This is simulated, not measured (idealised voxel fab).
Presented below is a process module, voxel transistor to metal.
Square cells of 5 nm make up the cross-section cut, whose width is 185 nm.
In what follows, cross-sections appear as grids of square cells, described through bands that run from the top down, where every band is one or more rows of cells. Heights first: top, then bottom, in nm. Then materials, left to right, each with a width in nm. "everywhere" on a single material: fills the band edge to edge. "blank": empty space. Heights are expressed relative to 0, this being the level below which the as-received wafer comprises one material exclusively. The lowest band is unbounded in the downward direction and is denoted as in "0 nm and below". A width such as "30->40" changes by the same amount from each row of cells to the next, from the band's top row to its bottom row. "identical to before" means the step left every cell of the cross-section as it was. For the entry "Catalogued sealed voids", the listed items are empty spaces with no open way to the top whose size is 8 cells or more; each item follows the pattern width x height at distance, where distance is from the left edge and all three are in nm. Text after the settings on a step's line: the simulator's own remark on that step. "overlay nm" on a masked step: distance the mask lay right of its planned place, negative for left. Note: before/after cross-section pairs follow, one process step per pair, after-side truncated at the lowest changed band, step and settings given beneath. Different runs of this module on the same starting wafer may supply the pairs; a pair continues the one above only where the "Pre-step geometry" entry says so.
Pre-step geometry
    35 nm to 25 nm: SiO2 everywhere
    25 nm to 5 nm: SiO2 (65), SiN (10), HfO2 (5), TiN (5), W (10), TiN (5), HfO2 (5), SiN (10), SiO2 (70)
    5 nm to 0 nm: SiO2 (55), pSi (10), SiN (10), HfO2 (5), TiN (20), HfO2 (5), SiN (10), pSi (10), SiO2 (60)
    0 nm to -5 nm: SiO2 (55), pSi (10), SiO2 (5), HfO2 (40), SiO2 (5), pSi (10), SiO2 (60)
    -5 nm to -15 nm: SiO2 (30), pSi (35), Si (50), pSi (35), SiO2 (35)
    -15 nm to -40 nm: SiO2 (40), Si (100), SiO2 (45)
    -40 nm and below: Si everywhere
    Catalogued sealed voids: none
Step Result
    35 nm to 25 nm: SiO2 (40), blank (20), SiO2 (60), blank (20), SiO2 (45)
    25 nm to 5 nm: SiO2 (40), blank (20), SiO2 (5), SiN (10), HfO2 (5), TiN (5), W (10), TiN (5), HfO2 (5), SiN (10), SiO2 (5), blank (20), SiO2 (45)
    5 nm to 0 nm: SiO2 (40), blank (15), pSi (10), SiN (10), HfO2 (5), TiN (20), HfO2 (5), SiN (10), pSi (10), blank (15), SiO2 (45)
    0 nm to -5 nm: SiO2 (40), blank (15), pSi (10), SiO2 (5), HfO2 (40), SiO2 (5), pSi (10), blank (15), SiO2 (45)
    All layers under -5 are left as they were.
    Catalogued sealed voids: none
In between the cross-sections above, the run called for MASKED_ETCH (tone open; mask id CONTACT; width nm 20; pitch nm 80; etch materials SiO2; depth nm 40; overlay nm 0)
Pre-step geometry: check the pair just above; its after cross-section is our before state.
Step Result
    40 nm to 35 nm: TiN (45), blank (10), TiN (70), blank (10), TiN (50)
    35 nm to 25 nm: SiO2 (40), TiN (5), blank (10), TiN (5), SiO2 (60), TiN (5), blank (10), TiN (5), SiO2 (45)
    25 nm to 10 nm: SiO2 (40), TiN (5), blank (10), TiN (5), SiO2 (5), SiN (10), HfO2 (5), TiN (5), W (10), TiN (5), HfO2 (5), SiN (10), SiO2 (5), TiN (5), blank (10), TiN (5), SiO2 (45)
    10 nm to 5 nm: SiO2 (40), TiN (5), blank (5), TiN (10), SiO2 (5), SiN (10), HfO2 (5), TiN (5), W (10), TiN (5), HfO2 (5), SiN (10), SiO2 (5), TiN (10), blank (5), TiN (5), SiO2 (45)
    5 nm to 0 nm: SiO2 (40), TiN (5), blank (5), TiN (5), pSi (10), SiN (10), HfO2 (5), TiN (20), HfO2 (5), SiN (10), pSi (10), TiN (5), blank (5), TiN (5), SiO2 (45)
    0 nm to -5 nm: SiO2 (40), TiN (15), pSi (10), SiO2 (5), HfO2 (40), SiO2 (5), pSi (10), TiN (15), SiO2 (45)
    All layers under -5 are left as they were.
    Catalogued sealed voids: none
In between the cross-sections above, the run called for CONFORMAL_DEP (material TiN; thk nm 5)
Pre-step geometry: check the pair just above; its after cross-section is our before state.
Step Result
    45 nm to 40 nm: Ru everywhere
    40 nm to 35 nm: TiN (45), Ru (10), TiN (70), Ru (10), TiN (50)
    35 nm to 25 nm: SiO2 (40), TiN (5), Ru (10), TiN (5), SiO2 (60), TiN (5), Ru (10), TiN (5), SiO2 (45)
    25 nm to 10 nm: SiO2 (40), TiN (5), Ru (10), TiN (5), SiO2 (5), SiN (10), HfO2 (5), TiN (5), W (10), TiN (5), HfO2 (5), SiN (10), SiO2 (5), TiN (5), Ru (10), TiN (5), SiO2 (45)
    10 nm to 5 nm: SiO2 (40), TiN (5), Ru (5), TiN (10), SiO2 (5), SiN (10), HfO2 (5), TiN (5), W (10), TiN (5), HfO2 (5), SiN (10), SiO2 (5), TiN (10), Ru (5), TiN (5), SiO2 (45)
    5 nm to 0 nm: SiO2 (40), TiN (5), Ru (5), TiN (5), pSi (10), SiN (10), HfO2 (5), TiN (20), HfO2 (5), SiN (10), pSi (10), TiN (5), Ru (5), TiN (5), SiO2 (45)
    All layers under 0 are left as they were.
    Catalogued sealed voids: none
In between the cross-sections above, the run called for FILL_DEP (material Ru; thk nm 5)
Pre-step geometry: check the pair just above; its after cross-section is our before state.
Step Result
    35 nm to 25 nm: SiO2 (40), TiN (5), Ru (10), TiN (5), SiO2 (60), TiN (5), Ru (10), TiN (5), SiO2 (45)
    All layers under 25 are left as they were.
    Catalogued sealed voids: none
In between the cross-sections above, the run called for CMP (height nm 35)
Pre-step geometry: check the pair just above; its after cross-section is our before state.
Step Result
    40 nm to 35 nm: TiN everywhere
    All layers under 35 are left as they were.
    Catalogued sealed voids: none
In between the cross-sections above, the run called for DIRECTIONAL_DEP (material TiN; thk nm 5)
Pre-step geometry: check the pair just above; its after cross-section is our before state.
Step Result
    55 nm to 40 nm: Ru everywhere
    All layers under 40 are left as they were.
    Catalogued sealed voids: none
In between the cross-sections above, the run called for DIRECTIONAL_DEP (material Ru; thk nm 15)
Pre-step geometry: check the pair just above; its after cross-section is our before state.
Step Result
    70 nm to 55 nm: blank (40), resist (20), blank (60), resist (20), blank (45)
    All layers under 55 are left as they were.
    Catalogued sealed voids: none
In between the cross-sections above, the run called for PATTERN (tone cover; mask id METAL_1; material resist; width nm 20; pitch nm 80; thk nm 15; overlay nm 0)
Pre-step geometry: check the pair just above; its after cross-section is our before state.
Step Result
    70 nm to 55 nm: blank (40), resist (20), blank (60), resist (20), blank (45)
    55 nm to 40 nm: blank (40), Ru (20), blank (60), Ru (20), blank (45)
    All layers under 40 are left as they were.
    Catalogued sealed voids: none
In between the cross-sections above, the run called for DIRECTIONAL_ETCH (etch materials Ru; depth nm 15)
Pre-step geometry: check the pair just above; its after cross-section is our before state.
Step Result
    70 nm to 55 nm: blank (40), resist (20), blank (60), resist (20), blank (45)
    55 nm to 40 nm: blank (40), Ru (20), blank (60), Ru (20), blank (45)
    40 nm to 35 nm: blank (40), TiN (20), blank (60), TiN (20), blank (45)
    All layers under 35 are left as they were.
    Catalogued sealed voids: none
In between the cross-sections above, the run called for DIRECTIONAL_ETCH (etch materials TiN; depth nm 5)
Pre-step geometry: check the pair just above; its after cross-section is our before state.
Step Result
    55 nm to 40 nm: blank (40), Ru (20), blank (60), Ru (20), blank (45)
    All layers under 40 are left as they were.
    Catalogued sealed voids: none
In between the cross-sections above, the run called for STRIP (etch materials resist)
Pre-step geometry: check the pair just above; its after cross-section is our before state.
Step Result
    60 nm to 55 nm: blank (35), SiCN (30), blank (50), SiCN (30), blank (40)
    55 nm to 40 nm: blank (35), SiCN (5), Ru (20), SiCN (5), blank (50), SiCN (5), Ru (20), SiCN (5), blank (40)
    40 nm to 35 nm: SiCN (40), TiN (20), SiCN (60), TiN (20), SiCN (45)
    All layers under 35 are left as they were.
    Catalogued sealed voids: none
In between the cross-sections above, the run called for CONFORMAL_DEP (material SiCN; thk nm 5)
Pre-step geometry: check the pair just above; its after cross-section is our before state.
Step Result
    70 nm to 60 nm: lowk everywhere
    60 nm to 55 nm: lowk (35), SiCN (30), lowk (50), SiCN (30), lowk (40)
    55 nm to 40 nm: lowk (35), SiCN (5), Ru (20), SiCN (5), lowk (50), SiCN (5), Ru (20), SiCN (5), lowk (40)
    All layers under 40 are left as they were.
    Catalogued sealed voids: none
In between the cross-sections above, the run called for FILL_DEP (material lowk; thk nm 10)
Pre-step geometry: check the pair just above; its after cross-section is our before state.
Step Result
    55 nm to 40 nm: lowk (35), SiCN (5), Ru (20), SiCN (5), lowk (50), SiCN (5), Ru (20), SiCN (5), lowk (40)
    All layers under 40 are left as they were.
    Catalogued sealed voids: none
In between the cross-sections above, the run called for CMP (height nm 55)
Pre-step geometry: check the pair just above; its after cross-section is our before state.
Step Result
    60 nm to 55 nm: SiCN everywhere
    All layers under 55 are left as they were.
    Catalogued sealed voids: none
In between the cross-sections above, the run called for CONFORMAL_DEP (material SiCN; thk nm 5)
Pre-step geometry: check the pair just above; its after cross-section is our before state.
Step Result
    85 nm to 60 nm: SiO2 everywhere
    All layers under 60 are left as they were.
    Catalogued sealed voids: none
In between the cross-sections above, the run called for DIRECTIONAL_DEP (material SiO2; thk nm 25)
Pre-step geometry: check the pair just above; its after cross-section is our before state.
Step Result
    100 nm to 85 nm: aC everywhere
    All layers under 85 are left as they were.
    Catalogued sealed voids: none
In between the cross-sections above, the run called for DIRECTIONAL_DEP (material aC; thk nm 15)
Pre-step geometry: check the pair just above; its after cross-section is our before state.
Step Result
    130 nm to 100 nm: resist (40), blank (15), resist (65), blank (15), resist (50)
    All layers under 100 are left as they were.
    Catalogued sealed voids: none
In between the cross-sections above, the run called for PATTERN (tone open; mask id METAL_2_HOLES; material resist; width nm 15; pitch nm 80; thk nm 30; overlay nm 0)
Pre-step geometry: check the pair just above; its after cross-section is our before state.
Step Result
    115 nm to 100 nm: resist (40), blank (15), resist (65), blank (15), resist (50)
    100 nm to 85 nm: aC (40), blank (15), aC (65), blank (15), aC (50)
    All layers under 85 are left as they were.
    Catalogued sealed voids: none
In between the cross-sections above, the run called for DIRECTIONAL_ETCH (etch materials aC; depth nm 15)
Pre-step geometry: check the pair just above; its after cross-section is our before state.
Step Result
    100 nm to 85 nm: aC (40), blank (15), aC (65), blank (15), aC (50)
    All layers under 85 are left as they were.
    Catalogued sealed voids: none
In between the cross-sections above, the run called for STRIP (etch materials resist)
Pre-step geometry: check the pair just above; its after cross-section is our before state.
Step Result
    100 nm to 85 nm: aC (40), blank (15), aC (65), blank (15), aC (50)
    85 nm to 60 nm: SiO2 (40), blank (15), SiO2 (65), blank (15), SiO2 (50)
    All layers under 60 are left as they were.
    Catalogued sealed voids: none
In between the cross-sections above, the run called for DIRECTIONAL_ETCH (etch materials SiO2; depth nm 25)
Pre-step geometry: check the pair just above; its after cross-section is our before state.
Step Result
    85 nm to 60 nm: SiO2 (40), blank (15), SiO2 (65), blank (15), SiO2 (50)
    All layers under 60 are left as they were.
    Catalogued sealed voids: none
In between the cross-sections above, the run called for STRIP (etch materials aC)
Pre-step geometry: check the pair just above; its after cross-section is our before state.
Step Result
    95 nm to 85 nm: aC (40), blank (15), aC (65), blank (15), aC (50)
    85 nm to 70 nm: SiO2 (40), blank (15), SiO2 (65), blank (15), SiO2 (50)
    70 nm to 60 nm: SiO2 (40), aC (15), SiO2 (65), aC (15), SiO2 (50)
    All layers under 60 are left as they were.
    Catalogued sealed voids: none
In between the cross-sections above, the run called for DIRECTIONAL_DEP (material aC; thk nm 10)
Pre-step geometry: check the pair just above; its after cross-section is our before state.
Step Result
    125 nm to 95 nm: resist (40), blank (20), resist (60), blank (20), resist (45)
    All layers under 95 are left as they were.
    Catalogued sealed voids: none
In between the cross-sections above, the run called for PATTERN (tone open; mask id METAL_2; material resist; width nm 20; pitch nm 80; thk nm 30; overlay nm 0)
Pre-step geometry: check the pair just above; its after cross-section is our before state.
Step Result
    115 nm to 95 nm: resist (40), blank (20), resist (60), blank (20), resist (45)
    95 nm to 85 nm: aC (40), blank (20), aC (60), blank (20), aC (45)
    85 nm to 60 nm: SiO2 (40), blank (15), SiO2 (65), blank (15), SiO2 (50)
    All layers under 60 are left as they were.
    Catalogued sealed voids: none
In between the cross-sections above, the run called for DIRECTIONAL_ETCH (etch materials aC; depth nm 10)
Pre-step geometry: check the pair just above; its after cross-section is our before state.
Step Result
    95 nm to 85 nm: aC (40), blank (20), aC (60), blank (20), aC (45)
    All layers under 85 are left as they were.
    Catalogued sealed voids: none
In between the cross-sections above, the run called for STRIP (etch materials resist)
Pre-step geometry: check the pair just above; its after cross-section is our before state.
Step Result
    95 nm to 85 nm: aC (40), blank (20), aC (60), blank (20), aC (45)
    85 nm to 70 nm: SiO2 (40), blank (20), SiO2 (60), blank (20), SiO2 (45)
    All layers under 70 are left as they were.
    Catalogued sealed voids: none
In between the cross-sections above, the run called for DIRECTIONAL_ETCH (etch materials SiO2; depth nm 15)
Pre-step geometry: check the pair just above; its after cross-section is our before state.
Step Result
    95 nm to 85 nm: aC (40), blank (20), aC (60), blank (20), aC (45)
    85 nm to 70 nm: SiO2 (40), blank (20), SiO2 (60), blank (20), SiO2 (45)
    70 nm to 60 nm: SiO2 (40), blank (15), SiO2 (65), blank (15), SiO2 (50)
    60 nm to 55 nm: SiCN (40), blank (15), SiCN (65), blank (15), SiCN (50)
    All layers under 55 are left as they were.
    Catalogued sealed voids: none
In between the cross-sections above, the run called for DIRECTIONAL_ETCH (etch materials SiCN; depth nm 5)
Pre-step geometry: check the pair just above; its after cross-section is our before state.
Step Result
    85 nm to 70 nm: SiO2 (40), blank (20), SiO2 (60), blank (20), SiO2 (45)
    All layers under 70 are left as they were.
    Catalogued sealed voids: none
In between the cross-sections above, the run called for STRIP (etch materials aC)
Pre-step geometry: check the pair just above; its after cross-section is our before state.
Step Result
    90 nm to 85 nm: TiN (45), blank (10), TiN (70), blank (10), TiN (50)
    85 nm to 75 nm: SiO2 (40), TiN (5), blank (10), TiN (5), SiO2 (60), TiN (5), blank (10), TiN (5), SiO2 (45)
    75 nm to 70 nm: SiO2 (40), TiN (5), blank (5), TiN (10), SiO2 (60), TiN (5), blank (5), TiN (10), SiO2 (45)
    70 nm to 60 nm: SiO2 (40), TiN (5), blank (5), TiN (5), SiO2 (65), TiN (5), blank (5), TiN (5), SiO2 (50)
    60 nm to 55 nm: SiCN (40), TiN (15), SiCN (65), TiN (15), SiCN (50)
    All layers under 55 are left as they were.
    Catalogued sealed voids: none
In between the cross-sections above, the run called for CONFORMAL_DEP (material TiN; thk nm 5)
Pre-step geometry: check the pair just above; its after cross-section is our before state.
Step Result
    95 nm to 90 nm: Cu everywhere
    90 nm to 85 nm: TiN (45), Cu (10), TiN (70), Cu (10), TiN (50)
    85 nm to 75 nm: SiO2 (40), TiN (5), Cu (10), TiN (5), SiO2 (60), TiN (5), Cu (10), TiN (5), SiO2 (45)
    75 nm to 70 nm: SiO2 (40), TiN (5), Cu (5), TiN (10), SiO2 (60), TiN (5), Cu (5), TiN (10), SiO2 (45)
    70 nm to 60 nm: SiO2 (40), TiN (5), Cu (5), TiN (5), SiO2 (65), TiN (5), Cu (5), TiN (5), SiO2 (50)
    All layers under 60 are left as they were.
    Catalogued sealed voids: none
In between the cross-sections above, the run called for FILL_DEP (material Cu; thk nm 5)
Pre-step geometry: check the pair just above; its after cross-section is our before state.
Step Result
    85 nm to 75 nm: SiO2 (40), TiN (5), Cu (10), TiN (5), SiO2 (60), TiN (5), Cu (10), TiN (5), SiO2 (45)
    All layers under 75 are left as they were.
    Catalogued sealed voids: none
In between the cross-sections above, the run called for CMP (height nm 85)
Pre-step geometry: check the pair just above; its after cross-section is our before state.
Step Result
    90 nm to 85 nm: SiN everywhere
    All layers under 85 are left as they were.
    Catalogued sealed voids: none
In between the cross-sections above, the run called for CONFORMAL_DEP (material SiN; thk nm 5)
Pre-step geometry
    95 nm to 85 nm: aC (40), blank (15), aC (65), blank (15), aC (50)
    85 nm to 70 nm: SiO2 (40), blank (15), SiO2 (65), blank (15), SiO2 (50)
    70 nm to 60 nm: SiO2 (40), aC (15), SiO2 (65), aC (15), SiO2 (50)
    60 nm to 55 nm: SiCN everywhere
    55 nm to 40 nm: lowk (35), SiCN (5), Ru (20), SiCN (5), lowk (50), SiCN (5), Ru (20), SiCN (5), lowk (40)
    40 nm to 35 nm: SiCN (40), TiN (20), SiCN (60), TiN (20), SiCN (45)
    35 nm to 25 nm: SiO2 (40), TiN (5), Ru (10), TiN (5), SiO2 (60), TiN (5), Ru (10), TiN (5), SiO2 (45)
    25 nm to 10 nm: SiO2 (40), TiN (5), Ru (10), TiN (5), SiO2 (5), SiN (10), HfO2 (5), TiN (5), W (10), TiN (5), HfO2 (5), SiN (10), SiO2 (5), TiN (5), Ru (10), TiN (5), SiO2 (45)
    10 nm to 5 nm: SiO2 (40), TiN (5), Ru (5), TiN (10), SiO2 (5), SiN (10), HfO2 (5), TiN (5), W (10), TiN (5), HfO2 (5), SiN (10), SiO2 (5), TiN (10), Ru (5), TiN (5), SiO2 (45)
    5 nm to 0 nm: SiO2 (40), TiN (5), Ru (5), TiN (5), pSi (10), SiN (10), HfO2 (5), TiN (20), HfO2 (5), SiN (10), pSi (10), TiN (5), Ru (5), TiN (5), SiO2 (45)
    0 nm to -5 nm: SiO2 (40), TiN (15), pSi (10), SiO2 (5), HfO2 (40), SiO2 (5), pSi (10), TiN (15), SiO2 (45)
    -5 nm to -15 nm: SiO2 (40), pSi (25), Si (50), pSi (25), SiO2 (45)
    -15 nm to -40 nm: SiO2 (40), Si (100), SiO2 (45)
    -40 nm and below: Si everywhere
    Catalogued sealed voids: none
Step Result
    125 nm to 95 nm: resist (40), blank (25), resist (55), blank (25), resist (40)
    All layers under 95 are left as they were.
    Catalogued sealed voids: none
In between the cross-sections above, the run called for PATTERN (tone open; mask id METAL_2; material resist; width nm 25; pitch nm 80; thk nm 30; overlay nm 0)
Pre-step geometry: check the pair just above; its after cross-section is our before state.
Step Result
    115 nm to 95 nm: resist (40), blank (25), resist (55), blank (25), resist (40)
    95 nm to 85 nm: aC (40), blank (25), aC (55), blank (25), aC (40)
    85 nm to 60 nm: SiO2 (40), blank (15), SiO2 (65), blank (15), SiO2 (50)
    All layers under 60 are left as they were.
    Catalogued sealed voids: none
In between the cross-sections above, the run called for DIRECTIONAL_ETCH (etch materials aC; depth nm 10)
Pre-step geometry: check the pair just above; its after cross-section is our before state.
Step Result
    95 nm to 85 nm: aC (40), blank (25), aC (55), blank (25), aC (40)
    All layers under 85 are left as they were.
    Catalogued sealed voids: none
In between the cross-sections above, the run called for STRIP (etch materials resist)
Pre-step geometry: check the pair just above; its after cross-section is our before state.
Step Result
    95 nm to 85 nm: aC (40), blank (25), aC (55), blank (25), aC (40)
    85 nm to 70 nm: SiO2 (40), blank (25), SiO2 (55), blank (25), SiO2 (40)
    All layers under 70 are left as they were.
    Catalogued sealed voids: none
In between the cross-sections above, the run called for DIRECTIONAL_ETCH (etch materials SiO2; depth nm 15)
Pre-step geometry: check the pair just above; its after cross-section is our before state.
Step Result
    95 nm to 85 nm: aC (40), blank (25), aC (55), blank (25), aC (40)
    85 nm to 70 nm: SiO2 (40), blank (25), SiO2 (55), blank (25), SiO2 (40)
    70 nm to 60 nm: SiO2 (40), blank (15), SiO2 (65), blank (15), SiO2 (50)
    60 nm to 55 nm: SiCN (40), blank (15), SiCN (65), blank (15), SiCN (50)
    All layers under 55 are left as they were.
    Catalogued sealed voids: none
In between the cross-sections above, the run called for DIRECTIONAL_ETCH (etch materials SiCN; depth nm 5)
Pre-step geometry: check the pair just above; its after cross-section is our before state.
Step Result
    85 nm to 70 nm: SiO2 (40), blank (25), SiO2 (55), blank (25), SiO2 (40)
    All layers under 70 are left as they were.
    Catalogued sealed voids: none
In between the cross-sections above, the run called for STRIP (etch materials aC)
Pre-step geometry: check the pair just above; its after cross-section is our before state.
Step Result
    90 nm to 85 nm: TiN (45), blank (15), TiN (65), blank (15), TiN (45)
    85 nm to 75 nm: SiO2 (40), TiN (5), blank (15), TiN (5), SiO2 (55), TiN (5), blank (15), TiN (5), SiO2 (40)
    75 nm to 70 nm: SiO2 (40), TiN (5), blank (5), TiN (15), SiO2 (55), TiN (5), blank (5), TiN (15), SiO2 (40)
    70 nm to 60 nm: SiO2 (40), TiN (5), blank (5), TiN (5), SiO2 (65), TiN (5), blank (5), TiN (5), SiO2 (50)
    60 nm to 55 nm: SiCN (40), TiN (15), SiCN (65), TiN (15), SiCN (50)
    All layers under 55 are left as they were.
    Catalogued sealed voids: none
In between the cross-sections above, the run called for CONFORMAL_DEP (material TiN; thk nm 5)
Pre-step geometry: check the pair just above; its after cross-section is our before state.
Step Result
    95 nm to 90 nm: Cu everywhere
    90 nm to 85 nm: TiN (45), Cu (15), TiN (65), Cu (15), TiN (45)
    85 nm to 75 nm: SiO2 (40), TiN (5), Cu (15), TiN (5), SiO2 (55), TiN (5), Cu (15), TiN (5), SiO2 (40)
    75 nm to 70 nm: SiO2 (40), TiN (5), Cu (5), TiN (15), SiO2 (55), TiN (5), Cu (5), TiN (15), SiO2 (40)
    70 nm to 60 nm: SiO2 (40), TiN (5), Cu (5), TiN (5), SiO2 (65), TiN (5), Cu (5), TiN (5), SiO2 (50)
    All layers under 60 are left as they were.
    Catalogued sealed voids: none
In between the cross-sections above, the run called for FILL_DEP (material Cu; thk nm 5)
Pre-step geometry: check the pair just above; its after cross-section is our before state.
Step Result
    85 nm to 75 nm: SiO2 (40), TiN (5), Cu (15), TiN (5), SiO2 (55), TiN (5), Cu (15), TiN (5), SiO2 (40)
    All layers under 75 are left as they were.
    Catalogued sealed voids: none
In between the cross-sections above, the run called for CMP (height nm 85)
Pre-step geometry: check the pair just above; its after cross-section is our before state.
Step Result
    90 nm to 85 nm: SiN everywhere
    All layers under 85 are left as they were.
    Catalogued sealed voids: none
In between the cross-sections above, the run called for CONFORMAL_DEP (material SiN; thk nm 5)
Pre-step geometry
    35 nm to 25 nm: SiO2 everywhere
    25 nm to 5 nm: SiO2 (65), SiN (10), HfO2 (5), TiN (5), W (10), TiN (5), HfO2 (5), SiN (10), SiO2 (70)
    5 nm to 0 nm: SiO2 (55), pSi (10), SiN (10), HfO2 (5), TiN (20), HfO2 (5), SiN (10), pSi (10), SiO2 (60)
    0 nm to -5 nm: SiO2 (55), pSi (10), SiO2 (5), HfO2 (40), SiO2 (5), pSi (10), SiO2 (60)
    -5 nm to -15 nm: SiO2 (40), pSi (25), Si (50), pSi (25), SiO2 (45)
    -15 nm to -40 nm: SiO2 (40), Si (100), SiO2 (45)
    -40 nm and below: Si everywhere
    Catalogued sealed voids: none
Step Result
    35 nm to 25 nm: SiO2 (50), blank (20), SiO2 (60), blank (20), SiO2 (35)
    25 nm to 5 nm: SiO2 (50), blank (15), SiN (10), HfO2 (5), TiN (5), W (10), TiN (5), HfO2 (5), SiN (10), SiO2 (15), blank (20), SiO2 (35)
    5 nm to 0 nm: SiO2 (50), blank (5), pSi (10), SiN (10), HfO2 (5), TiN (20), HfO2 (5), SiN (10), pSi (10), SiO2 (5), blank (20), SiO2 (35)
    0 nm to -5 nm: SiO2 (50), blank (5), pSi (10), SiO2 (5), HfO2 (40), SiO2 (5), pSi (10), SiO2 (5), blank (20), SiO2 (35)
    All layers under -5 are left as they were.
    Catalogued sealed voids: none
In between the cross-sections above, the run called for MASKED_ETCH (tone open; mask id CONTACT; width nm 20; pitch nm 80; etch materials SiO2; depth nm 40; overlay nm 10)
Pre-step geometry: check the pair just above; its after cross-section is our before state.
Step Result
    40 nm to 35 nm: TiN (55), blank (10), TiN (70), blank (10), TiN (40)
    35 nm to 25 nm: SiO2 (50), TiN (5), blank (10->5), TiN (5->10), SiO2 (60), TiN (5), blank (10), TiN (5), SiO2 (35)
    25 nm to 10 nm: SiO2 (50), TiN (5), blank (5), TiN (5), SiN (10), HfO2 (5), TiN (5), W (10), TiN (5), HfO2 (5), SiN (10), SiO2 (15), TiN (5), blank (10), TiN (5), SiO2 (35)
    10 nm to 5 nm: SiO2 (50), TiN (15), SiN (10), HfO2 (5), TiN (5), W (10), TiN (5), HfO2 (5), SiN (10), SiO2 (15), TiN (5), blank (10), TiN (5), SiO2 (35)
    5 nm to 0 nm: SiO2 (50), TiN (5), pSi (10), SiN (10), HfO2 (5), TiN (20), HfO2 (5), SiN (10), pSi (10), SiO2 (5), TiN (5), blank (10), TiN (5), SiO2 (35)
    0 nm to -5 nm: SiO2 (50), TiN (5), pSi (10), SiO2 (5), HfO2 (40), SiO2 (5), pSi (10), SiO2 (5), TiN (20), SiO2 (35)
    All layers under -5 are left as they were.
    Catalogued sealed voids: none
In between the cross-sections above, the run called for CONFORMAL_DEP (material TiN; thk nm 5)
Pre-step geometry: check the pair just above; its after cross-section is our before state.
Step Result
    45 nm to 40 nm: Ru everywhere
    40 nm to 35 nm: TiN (55), Ru (10), TiN (70), Ru (10), TiN (40)
    35 nm to 25 nm: SiO2 (50), TiN (5), Ru (10->5), TiN (5->10), SiO2 (60), TiN (5), Ru (10), TiN (5), SiO2 (35)
    25 nm to 10 nm: SiO2 (50), TiN (5), Ru (5), TiN (5), SiN (10), HfO2 (5), TiN (5), W (10), TiN (5), HfO2 (5), SiN (10), SiO2 (15), TiN (5), Ru (10), TiN (5), SiO2 (35)
    10 nm to 5 nm: SiO2 (50), TiN (15), SiN (10), HfO2 (5), TiN (5), W (10), TiN (5), HfO2 (5), SiN (10), SiO2 (15), TiN (5), Ru (10), TiN (5), SiO2 (35)
    5 nm to 0 nm: SiO2 (50), TiN (5), pSi (10), SiN (10), HfO2 (5), TiN (20), HfO2 (5), SiN (10), pSi (10), SiO2 (5), TiN (5), Ru (10), TiN (5), SiO2 (35)
    All layers under 0 are left as they were.
    Catalogued sealed voids: none
In between the cross-sections above, the run called for FILL_DEP (material Ru; thk nm 5)
Pre-step geometry: check the pair just above; its after cross-section is our before state.
Step Result
    35 nm to 25 nm: SiO2 (50), TiN (5), Ru (10->5), TiN (5->10), SiO2 (60), TiN (5), Ru (10), TiN (5), SiO2 (35)
    All layers under 25 are left as they were.
    Catalogued sealed voids: none
In between the cross-sections above, the run called for CMP (height nm 35)
Pre-step geometry: check the pair just above; its after cross-section is our before state.
Step Result
    40 nm to 35 nm: TiN everywhere
    All layers under 35 are left as they were.
    Catalogued sealed voids: none
In between the cross-sections above, the run called for DIRECTIONAL_DEP (material TiN; thk nm 5)
Pre-step geometry: check the pair just above; its after cross-section is our before state.
Step Result
    55 nm to 40 nm: Ru everywhere
    All layers under 40 are left as they were.
    Catalogued sealed voids: none
In between the cross-sections above, the run called for DIRECTIONAL_DEP (material Ru; thk nm 15)
Pre-step geometry: check the pair just above; its after cross-section is our before state.
Step Result
    70 nm to 55 nm: blank (40), resist (20), blank (60), resist (20), blank (45)
    All layers under 55 are left as they were.
    Catalogued sealed voids: none
In between the cross-sections above, the run called for PATTERN (tone cover; mask id METAL_1; material resist; width nm 20; pitch nm 80; thk nm 15; overlay nm 0)
Pre-step geometry: check the pair just above; its after cross-section is our before state.
Step Result
    70 nm to 55 nm: blank (40), resist (20), blank (60), resist (20), blank (45)
    55 nm to 40 nm: blank (40), Ru (20), blank (60), Ru (20), blank (45)
    All layers under 40 are left as they were.
    Catalogued sealed voids: none
In between the cross-sections above, the run called for DIRECTIONAL_ETCH (etch materials Ru; depth nm 15)
Pre-step geometry: check the pair just above; its after cross-section is our before state.
Step Result
    70 nm to 55 nm: blank (40), resist (20), blank (60), resist (20), blank (45)
    55 nm to 40 nm: blank (40), Ru (20), blank (60), Ru (20), blank (45)
    40 nm to 35 nm: blank (40), TiN (20), blank (60), TiN (20), blank (45)
    All layers under 35 are left as they were.
    Catalogued sealed voids: none
In between the cross-sections above, the run called for DIRECTIONAL_ETCH (etch materials TiN; depth nm 5)
Pre-step geometry: check the pair just above; its after cross-section is our before state.
Step Result
    55 nm to 40 nm: blank (40), Ru (20), blank (60), Ru (20), blank (45)
    All layers under 40 are left as they were.
    Catalogued sealed voids: none
In between the cross-sections above, the run called for STRIP (etch materials resist)
Pre-step geometry: check the pair just above; its after cross-section is our before state.
Step Result
    60 nm to 55 nm: blank (35), SiCN (30), blank (50), SiCN (30), blank (40)
    55 nm to 40 nm: blank (35), SiCN (5), Ru (20), SiCN (5), blank (50), SiCN (5), Ru (20), SiCN (5), blank (40)
    40 nm to 35 nm: SiCN (40), TiN (20), SiCN (60), TiN (20), SiCN (45)
    All layers under 35 are left as they were.
    Catalogued sealed voids: none
In between the cross-sections above, the run called for CONFORMAL_DEP (material SiCN; thk nm 5)
Pre-step geometry: check the pair just above; its after cross-section is our before state.
Step Result
    70 nm to 60 nm: lowk everywhere
    60 nm to 55 nm: lowk (35), SiCN (30), lowk (50), SiCN (30), lowk (40)
    55 nm to 40 nm: lowk (35), SiCN (5), Ru (20), SiCN (5), lowk (50), SiCN (5), Ru (20), SiCN (5), lowk (40)
    All layers under 40 are left as they were.
    Catalogued sealed voids: none
In between the cross-sections above, the run called for FILL_DEP (material lowk; thk nm 10)
Pre-step geometry: check the pair just above; its after cross-section is our before state.
Step Result
    55 nm to 40 nm: lowk (35), SiCN (5), Ru (20), SiCN (5), lowk (50), SiCN (5), Ru (20), SiCN (5), lowk (40)
    All layers under 40 are left as they were.
    Catalogued sealed voids: none
In between the cross-sections above, the run called for CMP (height nm 55)
Pre-step geometry: check the pair just above; its after cross-section is our before state.
Step Result
    60 nm to 55 nm: SiCN everywhere
    All layers under 55 are left as they were.
    Catalogued sealed voids: none
In between the cross-sections above, the run called for CONFORMAL_DEP (material SiCN; thk nm 5)
Pre-step geometry: check the pair just above; its after cross-section is our before state.
Step Result
    85 nm to 60 nm: SiO2 everywhere
    All layers under 60 are left as they were.
    Catalogued sealed voids: none
In between the cross-sections above, the run called for DIRECTIONAL_DEP (material SiO2; thk nm 25)
Pre-step geometry: check the pair just above; its after cross-section is our before state.
Step Result
    100 nm to 85 nm: aC everywhere
    All layers under 85 are left as they were.
    Catalogued sealed voids: none
In between the cross-sections above, the run called for DIRECTIONAL_DEP (material aC; thk nm 15)
Pre-step geometry: check the pair just above; its after cross-section is our before state.
Step Result
    130 nm to 100 nm: resist (40), blank (15), resist (65), blank (15), resist (50)
    All layers under 100 are left as they were.
    Catalogued sealed voids: none
In between the cross-sections above, the run called for PATTERN (tone open; mask id METAL_2_HOLES; material resist; width nm 15; pitch nm 80; thk nm 30; overlay nm 0)
